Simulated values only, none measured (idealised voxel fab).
Process module under the name voxel transistor to metal
Pictured: cross-section cut, 165 nm wide, on a grid of 5 nm square cells.
Just so we're on the same page, the cross-sections are grids of square cells, and they're listed out in bands top to bottom, each band one or more rows deep.
Heights first: top, then bottom, in nm. Then materials, left to right, each with a width in nm. "edge to edge" on a single material: fills the band edge to edge. "empty": empty space.
Convention: height 0 is the level below which the wafer, as received, is all one material. The lowest band does not terminate at the bottom but continues downward, represented as "from 0 down".
The notation "30..40" denotes a width that varies across the rows of cells in the band, beginning at the first number in the top row, finishing at the second number in the bottom row, and changing by an identical amount from each row to the next.
Step note "nothing different" = no cross-section cell changed.
Entry "Enclosed internal cavities". Content: empty spaces with no open connection to the top, size 8 cells or greater. Each: width x height at distance. Distance: from left edge. Unit: nm.
On each step's line, the part that comes after the settings is the simulator's own comment on the step.
You can add "overlay nm" to a step's line. For a step with a mask, it describes how far the mask lay to the right of its planned position, and a negative number describes a lay to the left.
Plan:
step 1: RECEIVE,material Si
step 2: CONFORMAL_DEP,material SiO2,thk nm 5
step 3: CONFORMAL_DEP,material SiN,thk nm 10
step 4: DIRECTIONAL_DEP,material aC,thk nm 15
step 5: PATTERN,tone cover,mask id ACTIVE,material resist,width nm 95,thk nm 30,overlay nm 0
step 6: DIRECTIONAL_ETCH,etch materials aC,depth nm 5
step 7: STRIP,etch materials resist
step 8: DIRECTIONAL_ETCH,etch materials SiN,depth nm 10
step 9: DIRECTIONAL_ETCH,etch materials SiO2,depth nm 5
step 10: DIRECTIONAL_ETCH,etch materials Si,depth nm 20
step 11: STRIP,etch materials aC
step 12: OXIDIZE,depth nm 5
step 13: FILL_DEP,material SiO2,thk nm 15
step 14: CMP,height nm 15
step 15: SELECTIVE_ETCH,etch materials SiO2,depth nm 5
step 16: STRIP,etch materials SiN
step 17: SELECTIVE_ETCH,etch materials SiO2,depth nm 5
step 18: OXIDIZE,depth nm 5
step 19: DIRECTIONAL_DEP,material polySi,thk nm 20
step 20: DIRECTIONAL_DEP,material SiCN,thk nm 15
step 21: PATTERN,tone cover,mask id GATE,material resist,width nm 15,thk nm 20,overlay nm 0
step 22: DIRECTIONAL_ETCH,etch materials SiCN,depth nm 25
step 23: DIRECTIONAL_ETCH,etch materials polySi,depth nm 30
step 24: STRIP,etch materials resist
step 25: CONFORMAL_DEP,material SiN,thk nm 5
step 26: DIRECTIONAL_ETCH,etch materials SiN,depth nm 5
step 27: DIRECTIONAL_ETCH,etch materials SiO2,depth nm 5
step 28: EPI,material SiGe,thk nm 5
step 29: FILL_DEP,material SiO2,thk nm 10
step 30: CMP,height nm 35
step 31: DIRECTIONAL_DEP,material SiO2,thk nm 10
step 32: PATTERN,tone open,mask id CONTACT,material resist,width nm 20,pitch nm 65,thk nm 15,overlay nm 0
step 33: DIRECTIONAL_ETCH,etch materials SiO2,depth nm 45
step 34: STRIP,etch materials resist
step 35: CONFORMAL_DEP,material TiN,thk nm 5
step 36: FILL_DEP,material Ru,thk nm 5
step 37: CMP,height nm 45
step 38: DIRECTIONAL_DEP,material TiN,thk nm 5
step 39: DIRECTIONAL_DEP,material Ru,thk nm 20
step 40: MASKED_ETCH,tone cover,mask id METAL_1,width nm 20,pitch nm 65,etch materials Ru,depth nm 20,overlay nm 0
step 41: MASKED_ETCH,tone cover,mask id METAL_1,width nm 20,pitch nm 65,etch materials TiN,depth nm 5,overlay nm 0
step 42: FILL_DEP,material SiO2,thk nm 10
step 43: CMP,height nm 70
step 44: CONFORMAL_DEP,material SiN,thk nm 5
Among the wafers covered here, the point of difference is the depth nm at step 6; their starting state is shared, and the plan presents the value of the first wafer.
First wafer as received, after step 1:
- from 0 down  Si edge to edge
- Enclosed internal cavities: none
Wafer rows, end of module: cells per material gained (+) or lost (-) since receipt; closed voids last:
depth nm 5, +64 Ru, -33 Si, +9 SiCN, +28 SiGe, +47 SiN, +320 SiO2, +48 TiN, +12 polySi, Enclosed internal cavities: none
depth nm 10, +64 Ru, -33 Si, +9 SiCN, +28 SiGe, +47 SiN, +320 SiO2, +48 TiN, +12 polySi, Enclosed internal cavities: none
depth nm 15, +64 Ru, -97 Si, +9 SiCN, +14 SiGe, +49 SiN, +396 SiO2, +48 TiN, +12 polySi, Enclosed internal cavities: none
depth nm 20, +64 Ru, -97 Si, +9 SiCN, +14 SiGe, +49 SiN, +396 SiO2, +48 TiN, +12 polySi, Enclosed internal cavities: none
depth nm 25, +64 Ru, -97 Si, +9 SiCN, +14 SiGe, +49 SiN, +396 SiO2, +48 TiN, +12 polySi, Enclosed internal cavities: none
depth nm 30, +64 Ru, -97 Si, +9 SiCN, +14 SiGe, +49 SiN, +396 SiO2, +48 TiN, +12 polySi, Enclosed internal cavities: none
